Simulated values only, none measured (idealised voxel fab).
Process module heading - voxel wiring stack
Pictured: cross-section cut, 210 nm wide, on a grid of 5 nm square cells.
Bands, listed from the top down, are how a cross-section gets written in this document; the cross-section itself is a grid of square cells, and a band is one or more rows of them.
First you get the band's top height and its bottom height, in nm, and then the materials it's made of, left to right, with each width in nm. If you see a single material with "edge to edge", that one covers the band edge to edge. "air" is empty space.
All heights in this document are referenced to 0, defined as the level beneath which the wafer, as received, consists entirely of one material. The lowest band is not bounded below; it extends indefinitely downward and is written in the form "0 -> down".
Top row gets the first number, bottom row gets the second, and each row in between changes by the same step: that is how a band width like "30 to 40" works.
Where a step carries "nothing altered", the cross-section came out of it unchanged, cell for cell.
Heads up: "Voids, sealed" only lists the empty pockets with no open path to the top that are 8 cells or more, and it writes them as width x height at distance, distance from the left edge, in nm.
The remark found on a step's line after its settings is issued by the simulator itself and pertains to that step.
What "overlay nm" on a step's line means: if the step has a mask, that mask lay this far to the right of its planned place, or, when the value is negative, to the left.
Steps in the process plan
1,RECEIVE | material Si
2,CONFORMAL_DEP | material SiO2 | thk nm 10
3,DIRECTIONAL_DEP | material TiN | thk nm 5
4,DIRECTIONAL_DEP | material W | thk nm 15
5,PATTERN | tone cover | mask id METAL_1 | material resist | width nm 30 | pitch nm 60 | thk nm 15 | overlay nm 0
6,DIRECTIONAL_ETCH | etch materials W | depth nm 15
7,DIRECTIONAL_ETCH | etch materials TiN | depth nm 5
8,STRIP | etch materials resist
9,FILL_DEP | material SiO2 | thk nm 5
10,CMP | height nm 30
11,CONFORMAL_DEP | material SiCN | thk nm 5
12,DIRECTIONAL_DEP | material SiO2 | thk nm 10
13,DIRECTIONAL_DEP | material aC | thk nm 10
14,PATTERN | tone open | mask id PLUG_1 | material resist | width nm 15 | pitch nm 60 | thk nm 25 | overlay nm 0
15,DIRECTIONAL_ETCH | etch materials aC | depth nm 10
16,STRIP | etch materials resist
17,DIRECTIONAL_ETCH | etch materials SiO2 | depth nm 10
18,DIRECTIONAL_ETCH | etch materials SiCN | depth nm 5
19,STRIP | etch materials aC
20,EPI | material Ru | thk nm 10
21,EPI | material Ru | thk nm 5
22,CONFORMAL_DEP | material SiN | thk nm 5
23,DIRECTIONAL_DEP | material SiO2 | thk nm 15
24,DIRECTIONAL_DEP | material aC | thk nm 15
25,PATTERN | tone open | mask id METAL_2 | material resist | width nm 30 | pitch nm 60 | thk nm 30 | overlay nm 0
26,DIRECTIONAL_ETCH | etch materials aC | depth nm 15
27,STRIP | etch materials resist
28,DIRECTIONAL_ETCH | etch materials SiO2 | depth nm 15
29,DIRECTIONAL_ETCH | etch materials SiN | depth nm 5
30,STRIP | etch materials aC
31,CONFORMAL_DEP | material TiN | thk nm 5
32,FILL_DEP | material W | thk nm 10
33,CMP | height nm 65
34,CONFORMAL_DEP | material SiCN | thk nm 5
35,DIRECTIONAL_DEP | material lowk | thk nm 15
36,DIRECTIONAL_DEP | material aC | thk nm 10
37,PATTERN | tone open | mask id PLUG_2 | material resist | width nm 15 | pitch nm 60 | thk nm 25 | overlay nm 0
38,DIRECTIONAL_ETCH | etch materials aC | depth nm 10
39,STRIP | etch materials resist
40,DIRECTIONAL_ETCH | etch materials lowk | depth nm 15
41,DIRECTIONAL_ETCH | etch materials SiCN | depth nm 5
42,STRIP | etch materials aC
43,EPI | material Ru | thk nm 10
44,EPI | material Ru | thk nm 10
45,DIRECTIONAL_DEP | material TiN | thk nm 5
46,DIRECTIONAL_DEP | material Ru | thk nm 15
47,DIRECTIONAL_DEP | material aC | thk nm 10
48,PATTERN | tone cover | mask id METAL_3 | material resist | width nm 30 | pitch nm 60 | thk nm 25 | overlay nm 0
49,DIRECTIONAL_ETCH | etch materials aC | depth nm 10
50,STRIP | etch materials resist
51,DIRECTIONAL_ETCH | etch materials Ru | depth nm 15
52,DIRECTIONAL_ETCH | etch materials TiN | depth nm 5
53,STRIP | etch materials aC
54,FILL_DEP | material lowk | thk nm 5
55,CMP | height nm 105
56,CONFORMAL_DEP | material SiCN | thk nm 5
57,DIRECTIONAL_DEP | material SiO2 | thk nm 20
58,MASKED_ETCH | tone open | mask id PLUG_3 | width nm 15 | pitch nm 120 | etch materials SiO2 | depth nm 20 | overlay nm 0
59,MASKED_ETCH | tone open | mask id PLUG_3 | width nm 15 | pitch nm 120 | etch materials SiCN | depth nm 5 | overlay nm 0
60,CONFORMAL_DEP | material TiN | thk nm 5
61,FILL_DEP | material Cu | thk nm 5
62,CMP | height nm 130
63,DIRECTIONAL_DEP | material TiN | thk nm 5
64,DIRECTIONAL_DEP | material W | thk nm 15
65,PATTERN | tone cover | mask id METAL_4 | material resist | width nm 30 | pitch nm 60 | thk nm 15 | overlay nm 0
66,DIRECTIONAL_ETCH | etch materials W | depth nm 15
67,DIRECTIONAL_ETCH | etch materials TiN | depth nm 5
68,STRIP | etch materials resist
69,FILL_DEP | material lowk | thk nm 10
70,CMP | height nm 150
71,CONFORMAL_DEP | material SiCN | thk nm 5
Concerning the first of two wafers, which was run in accordance with the plan
Cross-section of the wafer as it came to us, i.e., already through step 1
    0 -> down: Si edge to edge
    Voids, sealed: none
State of the wafer after step 2, shown in cross-section
    10 -> 0: SiO2 edge to edge
    For the remainder of the cross-section, below 0, there is no change.
State of the wafer after step 3, shown in cross-section
    15 -> 10: TiN edge to edge
    For the remainder of the cross-section, below 10, there is no change.
State of the wafer after step 4, shown in cross-section
    30 -> 15: W edge to edge
    For the remainder of the cross-section, below 15, there is no change.
State of the wafer after step 5, shown in cross-section
    45 -> 30: air 30 / resist 30 / air 30 / resist 30 / air 30 / resist 30 / air 30
    For the remainder of the cross-section, below 30, there is no change.
State of the wafer after step 6, shown in cross-section
    45 -> 30: air 30 / resist 30 / air 30 / resist 30 / air 30 / resist 30 / air 30
    30 -> 15: air 30 / W 30 / air 30 / W 30 / air 30 / W 30 / air 30
    For the remainder of the cross-section, below 15, there is no change.
State of the wafer after step 7, shown in cross-section
    45 -> 30: air 30 / resist 30 / air 30 / resist 30 / air 30 / resist 30 / air 30
    30 -> 15: air 30 / W 30 / air 30 / W 30 / air 30 / W 30 / air 30
    15 -> 10: air 30 / TiN 30 / air 30 / TiN 30 / air 30 / TiN 30 / air 30
    For the remainder of the cross-section, below 10, there is no change.
State of the wafer after step 8, shown in cross-section
    30 -> 15: air 30 / W 30 / air 30 / W 30 / air 30 / W 30 / air 30
    For the remainder of the cross-section, below 15, there is no change.
State of the wafer after step 9, shown in cross-section
    35 -> 30: SiO2 edge to edge
    30 -> 15: SiO2 30 / W 30 / SiO2 30 / W 30 / SiO2 30 / W 30 / SiO2 30
    15 -> 10: SiO2 30 / TiN 30 / SiO2 30 / TiN 30 / SiO2 30 / TiN 30 / SiO2 30
    For the remainder of the cross-section, below 10, there is no change.
State of the wafer after step 10, shown in cross-section
    30 -> 15: SiO2 30 / W 30 / SiO2 30 / W 30 / SiO2 30 / W 30 / SiO2 30
    For the remainder of the cross-section, below 15, there is no change.
State of the wafer after step 11, shown in cross-section
    35 -> 30: SiCN edge to edge
    For the remainder of the cross-section, below 30, there is no change.
State of the wafer after step 12, shown in cross-section
    45 -> 35: SiO2 edge to edge
    For the remainder of the cross-section, below 35, there is no change.
State of the wafer after step 13, shown in cross-section
    55 -> 45: aC edge to edge
    For the remainder of the cross-section, below 45, there is no change.
State of the wafer after step 14, shown in cross-section
    80 -> 55: resist 30 / air 15 / resist 45 / air 15 / resist 45 / air 15 / resist 45
    For the remainder of the cross-section, below 55, there is no change.
State of the wafer after step 15, shown in cross-section
    70 -> 55: resist 30 / air 15 / resist 45 / air 15 / resist 45 / air 15 / resist 45
    55 -> 45: aC 30 / air 15 / aC 45 / air 15 / aC 45 / air 15 / aC 45
    For the remainder of the cross-section, below 45, there is no change.
State of the wafer after step 16, shown in cross-section
    55 -> 45: aC 30 / air 15 / aC 45 / air 15 / aC 45 / air 15 / aC 45
    For the remainder of the cross-section, below 45, there is no change.
State of the wafer after step 17, shown in cross-section
    55 -> 45: aC 30 / air 15 / aC 45 / air 15 / aC 45 / air 15 / aC 45
    45 -> 35: SiO2 30 / air 15 / SiO2 45 / air 15 / SiO2 45 / air 15 / SiO2 45
    For the remainder of the cross-section, below 35, there is no change.
State of the wafer after step 18, shown in cross-section
    55 -> 45: aC 30 / air 15 / aC 45 / air 15 / aC 45 / air 15 / aC 45
    45 -> 35: SiO2 30 / air 15 / SiO2 45 / air 15 / SiO2 45 / air 15 / SiO2 45
    35 -> 30: SiCN 30 / air 15 / SiCN 45 / air 15 / SiCN 45 / air 15 / SiCN 45
    For the remainder of the cross-section, below 30, there is no change.
State of the wafer after step 19, shown in cross-section
    45 -> 35: SiO2 30 / air 15 / SiO2 45 / air 15 / SiO2 45 / air 15 / SiO2 45
    For the remainder of the cross-section, below 35, there is no change.
State of the wafer after step 20, shown in cross-section
    45 -> 40: SiO2 30 / air 15 / SiO2 45 / air 15 / SiO2 45 / air 15 / SiO2 45
    40 -> 35: SiO2 30 / Ru 15 / SiO2 45 / Ru 15 / SiO2 45 / Ru 15 / SiO2 45
    35 -> 30: SiCN 30 / Ru 15 / SiCN 45 / Ru 15 / SiCN 45 / Ru 15 / SiCN 45
    For the remainder of the cross-section, below 30, there is no change.
State of the wafer after step 21, shown in cross-section
    45 -> 35: SiO2 30 / Ru 15 / SiO2 45 / Ru 15 / SiO2 45 / Ru 15 / SiO2 45
    For the remainder of the cross-section, below 35, there is no change.
State of the wafer after step 22, shown in cross-section
    50 -> 45: SiN edge to edge
    For the remainder of the cross-section, below 45, there is no change.
State of the wafer after step 23, shown in cross-section
    65 -> 50: SiO2 edge to edge
    For the remainder of the cross-section, below 50, there is no change.
State of the wafer after step 24, shown in cross-section
    80 -> 65: aC edge to edge
    For the remainder of the cross-section, below 65, there is no change.
State of the wafer after step 25, shown in cross-section
    110 -> 80: resist 30 / air 30 / resist 30 / air 30 / resist 30 / air 30 / resist 30
    For the remainder of the cross-section, below 80, there is no change.
State of the wafer after step 26, shown in cross-section
    95 -> 80: resist 30 / air 30 / resist 30 / air 30 / resist 30 / air 30 / resist 30
    80 -> 65: aC 30 / air 30 / aC 30 / air 30 / aC 30 / air 30 / aC 30
    For the remainder of the cross-section, below 65, there is no change.
State of the wafer after step 27, shown in cross-section
    80 -> 65: aC 30 / air 30 / aC 30 / air 30 / aC 30 / air 30 / aC 30
    For the remainder of the cross-section, below 65, there is no change.
State of the wafer after step 28, shown in cross-section
    80 -> 65: aC 30 / air 30 / aC 30 / air 30 / aC 30 / air 30 / aC 30
    65 -> 50: SiO2 30 / air 30 / SiO2 30 / air 30 / SiO2 30 / air 30 / SiO2 30
    For the remainder of the cross-section, below 50, there is no change.
State of the wafer after step 29, shown in cross-section
    80 -> 65: aC 30 / air 30 / aC 30 / air 30 / aC 30 / air 30 / aC 30
    65 -> 50: SiO2 30 / air 30 / SiO2 30 / air 30 / SiO2 30 / air 30 / SiO2 30
    50 -> 45: SiN 30 / air 30 / SiN 30 / air 30 / SiN 30 / air 30 / SiN 30
    For the remainder of the cross-section, below 45, there is no change.
State of the wafer after step 30, shown in cross-section
    65 -> 50: SiO2 30 / air 30 / SiO2 30 / air 30 / SiO2 30 / air 30 / SiO2 30
    For the remainder of the cross-section, below 50, there is no change.
State of the wafer after step 31, shown in cross-section
    70 -> 65: TiN 35 / air 20 / TiN 40 / air 20 / TiN 40 / air 20 / TiN 35
    65 -> 50: SiO2 30 / TiN 5 / air 20 / TiN 5 / SiO2 30 / TiN 5 / air 20 / TiN 5 / SiO2 30 / TiN 5 / air 20 / TiN 5 / SiO2 30
    50 -> 45: SiN 30 / TiN 30 / SiN 30 / TiN 30 / SiN 30 / TiN 30 / SiN 30
    For the remainder of the cross-section, below 45, there is no change.
State of the wafer after step 32, shown in cross-section
    80 -> 70: W edge to edge
    70 -> 65: TiN 35 / W 20 / TiN 40 / W 20 / TiN 40 / W 20 / TiN 35
    65 -> 50: SiO2 30 / TiN 5 / W 20 / TiN 5 / SiO2 30 / TiN 5 / W 20 / TiN 5 / SiO2 30 / TiN 5 / W 20 / TiN 5 / SiO2 30
    For the remainder of the cross-section, below 50, there is no change.
State of the wafer after step 33, shown in cross-section
    65 -> 50: SiO2 30 / TiN 5 / W 20 / TiN 5 / SiO2 30 / TiN 5 / W 20 / TiN 5 / SiO2 30 / TiN 5 / W 20 / TiN 5 / SiO2 30
    For the remainder of the cross-section, below 50, there is no change.
State of the wafer after step 34, shown in cross-section
    70 -> 65: SiCN edge to edge
    For the remainder of the cross-section, below 65, there is no change.
State of the wafer after step 35, shown in cross-section
    85 -> 70: lowk edge to edge
    For the remainder of the cross-section, below 70, there is no change.
State of the wafer after step 36, shown in cross-section
    95 -> 85: aC edge to edge
    For the remainder of the cross-section, below 85, there is no change.
State of the wafer after step 37, shown in cross-section
    120 -> 95: resist 30 / air 15 / resist 45 / air 15 / resist 45 / air 15 / resist 45
    For the remainder of the cross-section, below 95, there is no change.
State of the wafer after step 38, shown in cross-section
    110 -> 95: resist 30 / air 15 / resist 45 / air 15 / resist 45 / air 15 / resist 45
    95 -> 85: aC 30 / air 15 / aC 45 / air 15 / aC 45 / air 15 / aC 45
    For the remainder of the cross-section, below 85, there is no change.
State of the wafer after step 39, shown in cross-section
    95 -> 85: aC 30 / air 15 / aC 45 / air 15 / aC 45 / air 15 / aC 45
    For the remainder of the cross-section, below 85, there is no change.
State of the wafer after step 40, shown in cross-section
    95 -> 85: aC 30 / air 15 / aC 45 / air 15 / aC 45 / air 15 / aC 45
    85 -> 70: lowk 30 / air 15 / lowk 45 / air 15 / lowk 45 / air 15 / lowk 45
    For the remainder of the cross-section, below 70, there is no change.
State of the wafer after step 41, shown in cross-section
    95 -> 85: aC 30 / air 15 / aC 45 / air 15 / aC 45 / air 15 / aC 45
    85 -> 70: lowk 30 / air 15 / lowk 45 / air 15 / lowk 45 / air 15 / lowk 45
    70 -> 65: SiCN 30 / air 15 / SiCN 45 / air 15 / SiCN 45 / air 15 / SiCN 45
    For the remainder of the cross-section, below 65, there is no change.
State of the wafer after step 42, shown in cross-section
    85 -> 70: lowk 30 / air 15 / lowk 45 / air 15 / lowk 45 / air 15 / lowk 45
    For the remainder of the cross-section, below 70, there is no change.
State of the wafer after step 43, shown in cross-section
    85 -> 75: lowk 30 / air 15 / lowk 45 / air 15 / lowk 45 / air 15 / lowk 45
    75 -> 70: lowk 30 / Ru 15 / lowk 45 / Ru 15 / lowk 45 / Ru 15 / lowk 45
    70 -> 65: SiCN 30 / Ru 15 / SiCN 45 / Ru 15 / SiCN 45 / Ru 15 / SiCN 45
    For the remainder of the cross-section, below 65, there is no change.
State of the wafer after step 44, shown in cross-section
    85 -> 70: lowk 30 / Ru 15 / lowk 45 / Ru 15 / lowk 45 / Ru 15 / lowk 45
    For the remainder of the cross-section, below 70, there is no change.
State of the wafer after step 45, shown in cross-section
    90 -> 85: TiN edge to edge
    For the remainder of the cross-section, below 85, there is no change.
State of the wafer after step 46, shown in cross-section
    105 -> 90: Ru edge to edge
    For the remainder of the cross-section, below 90, there is no change.
State of the wafer after step 47, shown in cross-section
    115 -> 105: aC edge to edge
    For the remainder of the cross-section, below 105, there is no change.
State of the wafer after step 48, shown in cross-section
    140 -> 115: air 30 / resist 30 / air 30 / resist 30 / air 30 / resist 30 / air 30
    For the remainder of the cross-section, below 115, there is no change.
State of the wafer after step 49, shown in cross-section
    130 -> 115: air 30 / resist 30 / air 30 / resist 30 / air 30 / resist 30 / air 30
    115 -> 105: air 30 / aC 30 / air 30 / aC 30 / air 30 / aC 30 / air 30
    For the remainder of the cross-section, below 105, there is no change.
State of the wafer after step 50, shown in cross-section
    115 -> 105: air 30 / aC 30 / air 30 / aC 30 / air 30 / aC 30 / air 30
    For the remainder of the cross-section, below 105, there is no change.
State of the wafer after step 51, shown in cross-section
    115 -> 105: air 30 / aC 30 / air 30 / aC 30 / air 30 / aC 30 / air 30
    105 -> 90: air 30 / Ru 30 / air 30 / Ru 30 / air 30 / Ru 30 / air 30
    For the remainder of the cross-section, below 90, there is no change.
State of the wafer after step 52, shown in cross-section
    115 -> 105: air 30 / aC 30 / air 30 / aC 30 / air 30 / aC 30 / air 30
    105 -> 90: air 30 / Ru 30 / air 30 / Ru 30 / air 30 / Ru 30 / air 30
    90 -> 85: air 30 / TiN 30 / air 30 / TiN 30 / air 30 / TiN 30 / air 30
    For the remainder of the cross-section, below 85, there is no change.
State of the wafer after step 53, shown in cross-section
    105 -> 90: air 30 / Ru 30 / air 30 / Ru 30 / air 30 / Ru 30 / air 30
    For the remainder of the cross-section, below 90, there is no change.
State of the wafer after step 54, shown in cross-section
    110 -> 105: lowk edge to edge
    105 -> 90: lowk 30 / Ru 30 / lowk 30 / Ru 30 / lowk 30 / Ru 30 / lowk 30
    90 -> 85: lowk 30 / TiN 30 / lowk 30 / TiN 30 / lowk 30 / TiN 30 / lowk 30
    For the remainder of the cross-section, below 85, there is no change.
State of the wafer after step 55, shown in cross-section
    105 -> 90: lowk 30 / Ru 30 / lowk 30 / Ru 30 / lowk 30 / Ru 30 / lowk 30
    For the remainder of the cross-section, below 90, there is no change.
State of the wafer after step 56, shown in cross-section
    110 -> 105: SiCN edge to edge
    For the remainder of the cross-section, below 105, there is no change.
State of the wafer after step 57, shown in cross-section
    130 -> 110: SiO2 edge to edge
    For the remainder of the cross-section, below 110, there is no change.
State of the wafer after step 58, shown in cross-section
    130 -> 110: SiO2 30 / air 15 / SiO2 105 / air 15 / SiO2 45
    For the remainder of the cross-section, below 110, there is no change.
State of the wafer after step 59, shown in cross-section
    130 -> 110: SiO2 30 / air 15 / SiO2 105 / air 15 / SiO2 45
    110 -> 105: SiCN 30 / air 15 / SiCN 105 / air 15 / SiCN 45
    For the remainder of the cross-section, below 105, there is no change.
State of the wafer after step 60, shown in cross-section
    135 -> 130: TiN 35 / air 5 / TiN 115 / air 5 / TiN 50
    130 -> 110: SiO2 30 / TiN 5 / air 5 / TiN 5 / SiO2 105 / TiN 5 / air 5 / TiN 5 / SiO2 45
    110 -> 105: SiCN 30 / TiN 15 / SiCN 105 / TiN 15 / SiCN 45
    For the remainder of the cross-section, below 105, there is no change.
State of the wafer after step 61, shown in cross-section
    140 -> 135: Cu edge to edge
    135 -> 130: TiN 35 / Cu 5 / TiN 115 / Cu 5 / TiN 50
    130 -> 110: SiO2 30 / TiN 5 / Cu 5 / TiN 5 / SiO2 105 / TiN 5 / Cu 5 / TiN 5 / SiO2 45
    For the remainder of the cross-section, below 110, there is no change.
State of the wafer after step 62, shown in cross-section
    130 -> 110: SiO2 30 / TiN 5 / Cu 5 / TiN 5 / SiO2 105 / TiN 5 / Cu 5 / TiN 5 / SiO2 45
    For the remainder of the cross-section, below 110, there is no change.
State of the wafer after step 63, shown in cross-section
    135 -> 130: TiN edge to edge
    For the remainder of the cross-section, below 130, there is no change.
State of the wafer after step 64, shown in cross-section
    150 -> 135: W edge to edge
    For the remainder of the cross-section, below 135, there is no change.
State of the wafer after step 65, shown in cross-section
    165 -> 150: air 30 / resist 30 / air 30 / resist 30 / air 30 / resist 30 / air 30
    For the remainder of the cross-section, below 150, there is no change.
State of the wafer after step 66, shown in cross-section
    165 -> 150: air 30 / resist 30 / air 30 / resist 30 / air 30 / resist 30 / air 30
    150 -> 135: air 30 / W 30 / air 30 / W 30 / air 30 / W 30 / air 30
    For the remainder of the cross-section, below 135, there is no change.
State of the wafer after step 67, shown in cross-section
    165 -> 150: air 30 / resist 30 / air 30 / resist 30 / air 30 / resist 30 / air 30
    150 -> 135: air 30 / W 30 / air 30 / W 30 / air 30 / W 30 / air 30
    135 -> 130: air 30 / TiN 30 / air 30 / TiN 30 / air 30 / TiN 30 / air 30
    For the remainder of the cross-section, below 130, there is no change.
State of the wafer after step 68, shown in cross-section
    150 -> 135: air 30 / W 30 / air 30 / W 30 / air 30 / W 30 / air 30
    For the remainder of the cross-section, below 135, there is no change.
State of the wafer after step 69, shown in cross-section
    160 -> 150: lowk edge to edge
    150 -> 135: lowk 30 / W 30 / lowk 30 / W 30 / lowk 30 / W 30 / lowk 30
    135 -> 130: lowk 30 / TiN 30 / lowk 30 / TiN 30 / lowk 30 / TiN 30 / lowk 30
    For the remainder of the cross-section, below 130, there is no change.
State of the wafer after step 70, shown in cross-section
    150 -> 135: lowk 30 / W 30 / lowk 30 / W 30 / lowk 30 / W 30 / lowk 30
    For the remainder of the cross-section, below 135, there is no change.
State of the wafer after step 71, shown in cross-section
    155 -> 150: SiCN edge to edge
    For the remainder of the cross-section, below 150, there is no change.
Wafer two of the pair: same origin, same plan, one error during the run; identical to wafer one up to and including step 42
Cross-section, second wafer, at the end time the plan gives for step 44
    85 -> 75: lowk 30 / air 15 / lowk 45 / air 15 / lowk 45 / air 15 / lowk 45
    75 -> 70: lowk 30 / Ru 15 / lowk 45 / Ru 15 / lowk 45 / Ru 15 / lowk 45
    70 -> 65: SiCN 30 / Ru 15 / SiCN 45 / Ru 15 / SiCN 45 / Ru 15 / SiCN 45
    For the remainder of the cross-section, below 65, there is no change.
Cross-section, second wafer, at the end time the plan gives for step 45
    90 -> 85: TiN 30 / air 15 / TiN 45 / air 15 / TiN 45 / air 15 / TiN 45
    85 -> 80: lowk 30 / air 15 / lowk 45 / air 15 / lowk 45 / air 15 / lowk 45
    80 -> 75: lowk 30 / TiN 15 / lowk 45 / TiN 15 / lowk 45 / TiN 15 / lowk 45
    For the remainder of the cross-section, below 75, there is no change.
Cross-section, second wafer, at the end time the plan gives for step 46
    105 -> 95: Ru 30 / air 15 / Ru 45 / air 15 / Ru 45 / air 15 / Ru 45
    95 -> 90: Ru edge to edge
    90 -> 85: TiN 30 / Ru 15 / TiN 45 / Ru 15 / TiN 45 / Ru 15 / TiN 45
    85 -> 80: lowk 30 / Ru 15 / lowk 45 / Ru 15 / lowk 45 / Ru 15 / lowk 45
    For the remainder of the cross-section, below 80, there is no change.
Cross-section, second wafer, at the end time the plan gives for step 47
    115 -> 105: aC 30 / air 15 / aC 45 / air 15 / aC 45 / air 15 / aC 45
    105 -> 95: Ru 30 / aC 15 / Ru 45 / aC 15 / Ru 45 / aC 15 / Ru 45
    For the remainder of the cross-section, below 95, there is no change.
Cross-section, second wafer, at the end time the plan gives for step 48
    140 -> 115: air 30 / resist 30 / air 30 / resist 30 / air 30 / resist 30 / air 30
    115 -> 105: aC 30 / resist 15 / aC 45 / resist 15 / aC 45 / resist 15 / aC 45
    For the remainder of the cross-section, below 105, there is no change.
Cross-section, second wafer, at the end time the plan gives for step 49
    130 -> 115: air 30 / resist 30 / air 30 / resist 30 / air 30 / resist 30 / air 30
    115 -> 105: air 30 / resist 15 / aC 15 / air 30 / resist 15 / aC 15 / air 30 / resist 15 / aC 15 / air 30
    For the remainder of the cross-section, below 105, there is no change.
Cross-section, second wafer, at the end time the plan gives for step 50
    115 -> 105: air 45 / aC 15 / air 45 / aC 15 / air 45 / aC 15 / air 30
    For the remainder of the cross-section, below 105, there is no change.
Cross-section, second wafer, at the end time the plan gives for step 51
    115 -> 105: air 45 / aC 15 / air 45 / aC 15 / air 45 / aC 15 / air 30
    105 -> 95: air 30 / aC 15 / Ru 15 / air 30 / aC 15 / Ru 15 / air 30 / aC 15 / Ru 15 / air 30
    95 -> 90: air 30 / Ru 30 / air 30 / Ru 30 / air 30 / Ru 30 / air 30
    For the remainder of the cross-section, below 90, there is no change.
Cross-section, second wafer, at the end time the plan gives for step 52
    115 -> 105: air 45 / aC 15 / air 45 / aC 15 / air 45 / aC 15 / air 30
    105 -> 95: air 30 / aC 15 / Ru 15 / air 30 / aC 15 / Ru 15 / air 30 / aC 15 / Ru 15 / air 30
    95 -> 90: air 30 / Ru 30 / air 30 / Ru 30 / air 30 / Ru 30 / air 30
    90 -> 85: air 30 / Ru 15 / TiN 15 / air 30 / Ru 15 / TiN 15 / air 30 / Ru 15 / TiN 15 / air 30
    For the remainder of the cross-section, below 85, there is no change.
Cross-section, second wafer, at the end time the plan gives for step 53
    105 -> 95: air 45 / Ru 15 / air 45 / Ru 15 / air 45 / Ru 15 / air 30
    For the remainder of the cross-section, below 95, there is no change.
Cross-section, second wafer, at the end time the plan gives for step 54
    110 -> 105: lowk edge to edge
    105 -> 95: lowk 45 / Ru 15 / lowk 45 / Ru 15 / lowk 45 / Ru 15 / lowk 30
    95 -> 90: lowk 30 / Ru 30 / lowk 30 / Ru 30 / lowk 30 / Ru 30 / lowk 30
    90 -> 85: lowk 30 / Ru 15 / TiN 15 / lowk 30 / Ru 15 / TiN 15 / lowk 30 / Ru 15 / TiN 15 / lowk 30
    For the remainder of the cross-section, below 85, there is no change.
Cross-section, second wafer, at the end time the plan gives for step 55
    105 -> 95: lowk 45 / Ru 15 / lowk 45 / Ru 15 / lowk 45 / Ru 15 / lowk 30
    For the remainder of the cross-section, below 95, there is no change.
Cross-section, second wafer, at the end time the plan gives for step 56
    110 -> 105: SiCN edge to edge
    For the remainder of the cross-section, below 105, there is no change.
Cross-section, second wafer, at the end time the plan gives for step 57
    130 -> 110: SiO2 edge to edge
    For the remainder of the cross-section, below 110, there is no change.
Cross-section, second wafer, at the end time the plan gives for step 58
    130 -> 110: SiO2 30 / air 15 / SiO2 105 / air 15 / SiO2 45
    For the remainder of the cross-section, below 110, there is no change.
Cross-section, second wafer, at the end time the plan gives for step 59
    130 -> 110: SiO2 30 / air 15 / SiO2 105 / air 15 / SiO2 45
    110 -> 105: SiCN 30 / air 15 / SiCN 105 / air 15 / SiCN 45
    For the remainder of the cross-section, below 105, there is no change.
Cross-section, second wafer, at the end time the plan gives for step 60
    135 -> 130: TiN 35 / air 5 / TiN 115 / air 5 / TiN 50
    130 -> 110: SiO2 30 / TiN 5 / air 5 / TiN 5 / SiO2 105 / TiN 5 / air 5 / TiN 5 / SiO2 45
    110 -> 105: SiCN 30 / TiN 15 / SiCN 105 / TiN 15 / SiCN 45
    For the remainder of the cross-section, below 105, there is no change.
Cross-section, second wafer, at the end time the plan gives for step 61
    140 -> 135: Cu edge to edge
    135 -> 130: TiN 35 / Cu 5 / TiN 115 / Cu 5 / TiN 50
    130 -> 110: SiO2 30 / TiN 5 / Cu 5 / TiN 5 / SiO2 105 / TiN 5 / Cu 5 / TiN 5 / SiO2 45
    For the remainder of the cross-section, below 110, there is no change.
Cross-section, second wafer, at the end time the plan gives for step 62
    130 -> 110: SiO2 30 / TiN 5 / Cu 5 / TiN 5 / SiO2 105 / TiN 5 / Cu 5 / TiN 5 / SiO2 45
    For the remainder of the cross-section, below 110, there is no change.
Cross-section, second wafer, at the end time the plan gives for step 63
    135 -> 130: TiN edge to edge
    For the remainder of the cross-section, below 130, there is no change.
Cross-section, second wafer, at the end time the plan gives for step 64
    150 -> 135: W edge to edge
    For the remainder of the cross-section, below 135, there is no change.
Cross-section, second wafer, at the end time the plan gives for step 65
    165 -> 150: air 30 / resist 30 / air 30 / resist 30 / air 30 / resist 30 / air 30
    For the remainder of the cross-section, below 150, there is no change.
Cross-section, second wafer, at the end time the plan gives for step 66
    165 -> 150: air 30 / resist 30 / air 30 / resist 30 / air 30 / resist 30 / air 30
    150 -> 135: air 30 / W 30 / air 30 / W 30 / air 30 / W 30 / air 30
    For the remainder of the cross-section, below 135, there is no change.
Cross-section, second wafer, at the end time the plan gives for step 67
    165 -> 150: air 30 / resist 30 / air 30 / resist 30 / air 30 / resist 30 / air 30
    150 -> 135: air 30 / W 30 / air 30 / W 30 / air 30 / W 30 / air 30
    135 -> 130: air 30 / TiN 30 / air 30 / TiN 30 / air 30 / TiN 30 / air 30
    For the remainder of the cross-section, below 130, there is no change.
Cross-section, second wafer, at the end time the plan gives for step 68
    150 -> 135: air 30 / W 30 / air 30 / W 30 / air 30 / W 30 / air 30
    For the remainder of the cross-section, below 135, there is no change.
Cross-section, second wafer, at the end time the plan gives for step 69
    160 -> 150: lowk edge to edge
    150 -> 135: lowk 30 / W 30 / lowk 30 / W 30 / lowk 30 / W 30 / lowk 30
    135 -> 130: lowk 30 / TiN 30 / lowk 30 / TiN 30 / lowk 30 / TiN 30 / lowk 30
    For the remainder of the cross-section, below 130, there is no change.
Cross-section, second wafer, at the end time the plan gives for step 70
    150 -> 135: lowk 30 / W 30 / lowk 30 / W 30 / lowk 30 / W 30 / lowk 30
    For the remainder of the cross-section, below 135, there is no change.
Cross-section, second wafer, at the end time the plan gives for step 71
    155 -> 150: SiCN edge to edge
    For the remainder of the cross-section, below 150, there is no change.
Against the plan, the run slipped here: one of the identical steps 43 and 44 was skipped, and it is impossible to tell which
End check, counted in cells, second wafer has more or fewer of these materials than the first: Ru: 18 fewer | lowk: 18 more
